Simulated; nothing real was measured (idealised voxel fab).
Presented below is a process module, voxel released beams.
Cross-section cut spans 260 nm and uses square cells 5 nm in size.
In what follows, cross-sections appear as grids of square cells, described through bands that run from the top down, where every band is one or more rows of cells. In this notation a band is specified by the heights of its top and bottom, in that order and in nm, after which its materials appear from left to right, each paired with its width in nm. The word "full width" attached to a single material means that material fills the band from edge to edge; the word "air" stands for empty space. Measure heights from 0. That's the level where, below it, the as-received wafer is all one material. The lowest band is bottomless and extends downward; write it as in "0 nm and below". The two numbers in a width such as "30 to 40" mark its ends across the band: the first belongs to the top row of cells, the second to the bottom row, and from each row to the next the width moves by the same amount. Key: "same as before" - step with no changed cell in the cross-section. "Enclosed cavity list": empty spaces of 8 cells or more with no open way to the top, each given as width x height at distance, distance from the left edge, all in nm. Heads up: the bit after the settings on a step's line is the simulator's remark on that step. For masked steps, "overlay nm" on the step line gives how far right of plan the mask actually lay; a minus sign means it lay to the left.

These are the steps we planned for the process
1) RECEIVE,material Si
2) CONFORMAL_DEP,material Al2O3,thk nm 10
3) DIRECTIONAL_DEP,material SiO2,thk nm 20
4) MASKED_ETCH,tone open,mask id ANCHOR,width nm 45,etch materials SiO2,depth nm 20,overlay nm 0
5) CONFORMAL_DEP,material W,thk nm 15
6) MASKED_ETCH,tone cover,mask id BEAM,width nm 95,etch materials W,depth nm 15,overlay nm 0
7) STRIP,etch materials SiO2

Wafer, first of two, run as planned

Shown in cross-section is the wafer as received, that is, as it stands after step 1
* 0 nm and below | Si full width
* Enclosed cavity list: none

Cross-section of the wafer after step 2
* 10 nm to 0 nm | Al2O3 full width
* Below 0, the layers are the same as they were.

Cross-section of the wafer after step 3
* 30 nm to 10 nm | SiO2 full width
* Below 10, the layers are the same as they were.

Cross-section of the wafer after step 4
* 30 nm to 10 nm | 85 of SiO2; 45 of air; 130 of SiO2
* Below 10, the layers are the same as they were.

Cross-section of the wafer after step 5
* 45 nm to 30 nm | 100 of W; 15 of air; 145 of W
* 30 nm to 25 nm | 85 of SiO2; 15 of W; 15 of air; 15 of W; 130 of SiO2
* 25 nm to 10 nm | 85 of SiO2; 45 of W; 130 of SiO2
* Below 10, the layers are the same as they were.

Cross-section of the wafer after step 6
* 45 nm to 30 nm | 80 of air; 20 of W; 15 of air; 60 of W; 85 of air
* Below 30, the layers are the same as they were.

Cross-section of the wafer after step 7
* 45 nm to 30 nm | 80 of air; 20 of W; 15 of air; 60 of W; 85 of air
* 30 nm to 25 nm | 85 of air; 15 of W; 15 of air; 15 of W; 130 of air
* 25 nm to 10 nm | 85 of air; 45 of W; 130 of air
* Below 10, the layers are the same as they were.

Wafer two of two - same starting point, same process plan, one mistake in execution; matches wafer one up to and including step 6

Here is the second wafer in cross-section at the point where step 7 of the plan should have been done
* 30 nm to 10 nm | 85 of SiO2; 45 of air; 130 of SiO2
* Below 10, the layers are the same as they were.
Short version of what went wrong: it should be noted that step 7 was executed with settings other than those planned, the operation and settings actually applied being STRIP,etch materials W
End of process, cell counts, second wafer against first, materials with more or fewer: 172 more of SiO2; 81 fewer of W
